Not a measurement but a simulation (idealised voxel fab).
Process module, titled voxel fin reveal
Cross-section cut: width 280 nm, square cells of 5 nm.
Cross-section, as written here: a square-cell grid given band by band from the top down, where a band holds one or more rows of cells.
Look at the band entry: it leads with the top's height and the bottom's height in nm. Then it lists the materials left to right, with a width in nm for each. The word "all across" on a single material says that material fills the band edge to edge. The word "empty" is empty space.
Where do heights start? At 0: under that level the wafer as delivered is made of one material only. And the lowest band has no floor; it just carries on downward, as in "0 nm and below".
Graded width ("30..40"): value in top row of band = first number; value in bottom row = second number; row-to-row change constant.
When a step is marked "remained the same", none of the cells in the cross-section changed during that step.
Heads up: "Enclosed cavities" only lists the empty pockets with no open path to the top that are 8 cells or more, and it writes them as width x height at distance, distance from the left edge, in nm.
Note: text after step settings on the step line = simulator remark on that step.
Each step line may optionally specify "overlay nm", which for a step with a mask gives the rightward distance between the mask's planned place and where it lay, a negative value indicating the leftward direction.
PROCESS STEPS - PLAN
1. RECEIVE (material Si)
2. CONFORMAL_DEP (material SiN; thk nm 5)
3. MASKED_ETCH (tone cover; mask id FINS; width nm 15; pitch nm 40; etch materials SiN; depth nm 5; overlay nm 0)
4. MASKED_ETCH (tone cover; mask id FINS; width nm 15; pitch nm 40; etch materials Si; depth nm 35; overlay nm 0)
5. OXIDIZE (depth nm 5)
6. FILL_DEP (material SiO2; thk nm 15)
7. CMP (height nm 5)
8. SELECTIVE_ETCH (etch materials SiO2; depth nm 30)
9. STRIP (etch materials SiN)
The wafers in this document start out alike and differ in the thk nm applied at step 2; the plan shows the value used for the first wafer.
CUT THROUGH THE FIRST OF SEVERAL WAFERS AS RECEIVED, POST STEP 1
> 0 nm and below  Si all across
> Enclosed cavities: none
SO IN THIS TABLE EVERY WAFER GETS ITS OWN ROW, AND WHAT YOU SEE IS WHERE IT STANDS AT THE END OF THE MODULE: FOR EACH MATERIAL, HOW MANY CELLS IT PICKED UP (+) OR GAVE UP (-) SINCE WE RECEIVED IT, AND AFTER THAT ITS CLOSED VOIDS
thk nm 5; -424 Si; +159 SiO2; Enclosed cavities: none
thk nm 10; cross-section cells: unchanged; Enclosed cavities: none
thk nm 15; cross-section cells: unchanged; Enclosed cavities: none
thk nm 20; cross-section cells: unchanged; Enclosed cavities: none
